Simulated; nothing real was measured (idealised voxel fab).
process module | voxel self aligned vias
cross-section cut | 220 nm wide | cells 5 nm
A cross-section is a grid of square cells, given in bands from the top down. A band is one or more rows of cells.
Each band's line starts with the height of the band's top and of its bottom, in nm. Then come its materials from left to right, each with its width in nm. One material with "throughout" fills the band from edge to edge. "air" is empty space.
Height 0 is the level under which the wafer as received is all one material. The lowest band goes on downwards, as in "0 down".
A width such as "30 to 40" changes by the same amount from each row of cells to the next, from the band's top row to its bottom row.
"no change" after a step means that no cell of the cross-section changed.
closed voids: empty space of 8 cells or more with no open way to the top, each as width x height at its distance from the left edge, in nm
after a step's settings: what the simulator itself notes on the step
overlay nm, on a step with a mask: how far to the right of its planned place the mask lay; to the left if negative
plan
1 op RECEIVE | material Si
2 op CONFORMAL_DEP | material SiO2 | thk nm 15
3 op CONFORMAL_DEP | material SiCN | thk nm 5
4 op DIRECTIONAL_DEP | material lowk | thk nm 30
5 op MASKED_ETCH | tone open | mask id LINES | width nm 25 | pitch nm 50 | etch materials lowk | depth nm 30 | overlay nm 0
6 op CONFORMAL_DEP | material TiN | thk nm 5
7 op FILL_DEP | material W | thk nm 5
8 op CMP | height nm 50
9 op SELECTIVE_ETCH | etch materials W Ru TiN | depth nm 5
10 op FILL_DEP | material SiN | thk nm 10
11 op CMP | height nm 50
12 op DIRECTIONAL_DEP | material lowk | thk nm 20
13 op PATTERN | tone open | mask id VIAS | material resist | width nm 35 | pitch nm 50 | thk nm 15 | overlay nm 0
14 op DIRECTIONAL_ETCH | etch materials lowk | depth nm 20
15 op DIRECTIONAL_ETCH | etch materials SiN | depth nm 5
16 op STRIP | etch materials resist
17 op CONFORMAL_DEP | material TiN | thk nm 5
18 op FILL_DEP | material Cu | thk nm 5
19 op CMP | height nm 70
20 op CONFORMAL_DEP | material SiN | thk nm 5
as received, after step 1
  0 down: Si throughout
  closed voids: none
first wafer at the end, as planned
  75 to 70: SiN throughout
  70 to 55: lowk 40 | TiN 5 | Cu 25 | TiN 5 | lowk 15 | TiN 5 | Cu 25 | TiN 5 | lowk 15 | TiN 5 | Cu 25 | TiN 5 | lowk 45
  55 to 50: lowk 40 | TiN 10 | Cu 15 | TiN 10 | lowk 15 | TiN 10 | Cu 15 | TiN 10 | lowk 15 | TiN 10 | Cu 15 | TiN 10 | lowk 45
  50 to 45: lowk 45 | TiN 25 | lowk 25 | TiN 25 | lowk 25 | TiN 25 | lowk 50
  45 to 25: lowk 45 | TiN 5 | W 15 | TiN 5 | lowk 25 | TiN 5 | W 15 | TiN 5 | lowk 25 | TiN 5 | W 15 | TiN 5 | lowk 50
  25 to 20: lowk 45 | TiN 25 | lowk 25 | TiN 25 | lowk 25 | TiN 25 | lowk 50
  20 to 15: SiCN throughout
  15 to 0: SiO2 throughout
  0 down: Si throughout
  closed voids: none
second wafer at the end: like start, like plan, one mistake
  75 to 70: SiN throughout
  70 to 50: lowk 40 | TiN 5 | Cu 25 | TiN 5 | lowk 15 | TiN 5 | Cu 25 | TiN 5 | lowk 15 | TiN 5 | Cu 25 | TiN 5 | lowk 45
  50 to 45: SiN 40 | TiN 35 | SiN 15 | TiN 35 | SiN 15 | TiN 35 | SiN 45
  45 to 40: SiN throughout
  40 to 35: lowk 45 | SiN 25 | lowk 25 | SiN 25 | lowk 25 | SiN 25 | lowk 50
  35 to 25: lowk 45 | TiN 5 | W 15 | TiN 5 | lowk 25 | TiN 5 | W 15 | TiN 5 | lowk 25 | TiN 5 | W 15 | TiN 5 | lowk 50
  25 to 20: lowk 45 | TiN 25 | lowk 25 | TiN 25 | lowk 25 | TiN 25 | lowk 50
  20 to 15: SiCN throughout
  15 to 0: SiO2 throughout
  0 down: Si throughout
  closed voids: none
what went wrong: step 8 ran as: op CMP | height nm 40
at the end the second wafer has, in cells: 6 more of Cu | 82 more of SiN | 12 fewer of TiN | 18 fewer of W | 58 fewer of lowk
